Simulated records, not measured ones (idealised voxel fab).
Process module under the name voxel gate over fins
The width of the displayed cross-section, cut, is 215 nm; its cells are square, with a size of 5 nm.
Square cells in a grid make up a cross-section in this document, and the grid is given as bands, listed from the top down, each one or more rows of cells.
The band entry comprises the height of the band's top followed by the height of its bottom, expressed in nm, and subsequently the band's materials from left to right, each stated together with its width in nm. Where a single material is marked with the word "throughout", that material fills the band from edge to edge. The word "blank" represents empty space.
Beneath 0, the wafer as received is one material, and that level is where height counting begins. The lowest band goes on downward without a bottom; it is written like "top 0, no bottom".
You'd read "30 to 40" like this: the band's top row of cells is as wide as the first number, its bottom row is as wide as the second, and going down, every row changes width by the same amount as the row before did.
Take "remained the same" at face value: in the step it is given for, the cross-section changed in none of its cells.
The list in "Fully enclosed voids" covers empty spaces of 8 cells or more that cannot reach the top through any open way, and it gives each as width x height at distance; the distance is from the left edge, and width, height and distance are in nm.
On a step's line, text after the settings is the simulator commenting on that step.
overlay nm: on a step with a mask, how far right of its planned place the mask lay; negative means left.
-- Steps in the process plan
1. RECEIVE, material Si
2. CONFORMAL_DEP, material SiN, thk nm 5
3. MASKED_ETCH, tone cover, mask id FINS, width nm 15, pitch nm 60, etch materials SiN, depth nm 5, overlay nm 0
4. MASKED_ETCH, tone cover, mask id FINS, width nm 15, pitch nm 60, etch materials Si, depth nm 30, overlay nm 0
5. FILL_DEP, material SiO2, thk nm 5
6. CMP, height nm 5
7. MASKED_ETCH, tone open, mask id RAIL, width nm 15, etch materials SiO2, depth nm 30, overlay nm 0
8. CONFORMAL_DEP, material TiN, thk nm 5
9. FILL_DEP, material W, thk nm 5
10. CMP, height nm 5
11. SELECTIVE_ETCH, etch materials W Ru TiN, depth nm 25
12. FILL_DEP, material SiO2, thk nm 5
13. CMP, height nm 5
14. SELECTIVE_ETCH, etch materials SiO2, depth nm 15
15. STRIP, etch materials SiN
16. CONFORMAL_DEP, material HfO2, thk nm 5
17. CONFORMAL_DEP, material TiN, thk nm 5
18. CONFORMAL_DEP, material TiAl, thk nm 5
19. CONFORMAL_DEP, material TiN, thk nm 5
20. FILL_DEP, material W, thk nm 10
21. CMP, height nm 25
22. CONFORMAL_DEP, material SiN, thk nm 5
-- Delivered wafer in cross-section: state after step 1
> top 0, no bottom = Si throughout
> Fully enclosed voids: none
-- Figure: cross-sectional view of the wafer upon completion of the module, processed from the initial state and according to the plan depicted above, with one error introduced during execution
> top 30, bottom 25 = SiN throughout
> top 25, bottom 20 = W throughout
> top 20, bottom 15 = 50 of W, 55 of TiAl, 5 of W, 55 of TiAl, 50 of W
> top 15, bottom 10 = 50 of W, 5 of TiAl, 45 of TiN, 5 of TiAl, 5 of W, 5 of TiAl, 45 of TiN, 5 of TiAl, 50 of W
> top 10, bottom 5 = 55 of TiAl, 45 of TiN, 15 of TiAl, 45 of TiN, 55 of TiAl
> top 5, bottom 0 = 65 of TiN, 25 of HfO2, 35 of TiN, 25 of HfO2, 65 of TiN
> top 0, bottom -5 = 65 of TiN, 5 of HfO2, 15 of Si, 5 of HfO2, 35 of TiN, 5 of HfO2, 15 of Si, 5 of HfO2, 65 of TiN
> top -5, bottom -10 = 70 of HfO2, 15 of Si, 45 of HfO2, 15 of Si, 70 of HfO2
> top -10, bottom -20 = 70 of SiO2, 15 of Si, 45 of SiO2, 15 of Si, 70 of SiO2
> top -20, bottom -25 = 70 of SiO2, 15 of Si, 15 of SiO2, 15 of TiN, 15 of SiO2, 15 of Si, 70 of SiO2
> top -25, bottom -30 = 70 of SiO2, 15 of Si, 45 of SiO2, 15 of Si, 70 of SiO2
> top -30, no bottom = Si throughout
> Fully enclosed voids: none
Here's what went sideways: sequence error: steps 18 and 19 interchanged
